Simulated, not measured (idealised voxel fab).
This section sets out a process module, namely voxel double patterning.
Xsec cut, 230 nm wide, square cell size 5 nm.
We lay out every cross-section as a grid of square cells and spell it out in bands from the top down, where one band means one or more rows of cells. Read a band's entry like this: the first values are the height of its top and the height of its bottom in nm, and what follows is the sequence of materials from left to right, each with its width in nm. Note that "air" is empty space, and that a single material marked "edge to edge" reaches across the band from edge to edge. The level at which height equals 0 is the one under which the wafer, as it arrives, is entirely one material. No lower edge exists for the bottom band, which continues downward and is notated as in "0..down". The width entry "30..40" should be interpreted row by row: the top row of cells in the band takes the first number, the bottom row takes the second number, and the change between adjacent rows is uniform throughout. "remained unchanged" after a step means that no cell of the cross-section changed. The entry titled "closed voids" provides the empty spaces that have no open way to the top, restricted to those of 8 cells or more. Each is presented as width x height at distance, the distance being measured from the left edge, with all three in nm. If you see something after the settings on a step's line, that's the simulator's own remark about that step. A step's line can hold "overlay nm"; with a mask on that step, the setting says how far right of the planned place the mask lay, while a negative setting says it lay to the left.

Process steps - plan
1) RECEIVE: material Si
2) CONFORMAL_DEP: material SiO2, thk nm 5
3) DIRECTIONAL_DEP: material TiN, thk nm 10
4) DIRECTIONAL_DEP: material SiCN, thk nm 5
5) DIRECTIONAL_DEP: material aC, thk nm 15
6) PATTERN: tone open, mask id FIRST, material resist, width nm 15, pitch nm 50, thk nm 30, overlay nm 0
7) DIRECTIONAL_ETCH: etch materials aC, depth nm 15
8) STRIP: etch materials resist
9) DIRECTIONAL_ETCH: etch materials SiCN, depth nm 5
10) STRIP: etch materials aC
11) MASKED_ETCH: tone open, mask id SECOND, width nm 15, etch materials SiCN, depth nm 5, overlay nm 0
12) DIRECTIONAL_ETCH: etch materials TiN, depth nm 10
13) STRIP: etch materials SiCN

What follows covers the first of two wafers; it ran as planned

As-received state of the wafer in cross-section, equivalent to post-step 1
	0..down: Si edge to edge
	closed voids: none

Cross-section: wafer state after step 2
	5..0: SiO2 edge to edge
	Under the height 0 nothing was changed.

Cross-section: wafer state after step 3
	15..5: TiN edge to edge
	Under the height 5 nothing was changed.

Cross-section: wafer state after step 4
	20..15: SiCN edge to edge
	Under the height 15 nothing was changed.

Cross-section: wafer state after step 5
	35..20: aC edge to edge
	Under the height 20 nothing was changed.

Cross-section: wafer state after step 6
	65..35: 80 of resist, then 15 of air, then 35 of resist, then 15 of air, then 85 of resist
	Under the height 35 nothing was changed.

Cross-section: wafer state after step 7
	50..35: 80 of resist, then 15 of air, then 35 of resist, then 15 of air, then 85 of resist
	35..20: 80 of aC, then 15 of air, then 35 of aC, then 15 of air, then 85 of aC
	Under the height 20 nothing was changed.

Cross-section: wafer state after step 8
	35..20: 80 of aC, then 15 of air, then 35 of aC, then 15 of air, then 85 of aC
	Under the height 20 nothing was changed.

Cross-section: wafer state after step 9
	35..20: 80 of aC, then 15 of air, then 35 of aC, then 15 of air, then 85 of aC
	20..15: 80 of SiCN, then 15 of air, then 35 of SiCN, then 15 of air, then 85 of SiCN
	Under the height 15 nothing was changed.

Cross-section: wafer state after step 10
	20..15: 80 of SiCN, then 15 of air, then 35 of SiCN, then 15 of air, then 85 of SiCN
	Under the height 15 nothing was changed.

Cross-section: wafer state after step 11
	20..15: 80 of SiCN, then 15 of air, then 10 of SiCN, then 15 of air, then 10 of SiCN, then 15 of air, then 85 of SiCN
	Under the height 15 nothing was changed.

Cross-section: wafer state after step 12
	20..15: 80 of SiCN, then 15 of air, then 10 of SiCN, then 15 of air, then 10 of SiCN, then 15 of air, then 85 of SiCN
	15..5: 80 of TiN, then 15 of air, then 10 of TiN, then 15 of air, then 10 of TiN, then 15 of air, then 85 of TiN
	Under the height 5 nothing was changed.

Cross-section: wafer state after step 13
	15..5: 80 of TiN, then 15 of air, then 10 of TiN, then 15 of air, then 10 of TiN, then 15 of air, then 85 of TiN
	Under the height 5 nothing was changed.

The remaining wafer, second of the two, started like the first and was run to the same plan, except that one mistake was made along the way; the two coincide through step 10, inclusive

Cross-section of the second wafer at the time step 11 of the plan should have ended
	20..15: 105 of air, then 15 of SiCN, then 110 of air
	Under the height 15 nothing was changed.

Cross-section of the second wafer at the time step 12 of the plan should have ended
	20..15: 105 of air, then 15 of SiCN, then 110 of air
	15..5: 105 of air, then 15 of TiN, then 110 of air
	Under the height 5 nothing was changed.

Cross-section of the second wafer at the time step 13 of the plan should have ended
	15..5: 105 of air, then 15 of TiN, then 110 of air
	Under the height 5 nothing was changed.
The plan and the run diverged here: step 11 did not happen as planned, as run it was MASKED_ETCH: tone cover, mask id SECOND, width nm 15, etch materials SiCN, depth nm 5, overlay nm 0
Final tally in cells, some materials are higher or lower on the second wafer than on the first: -68 TiN
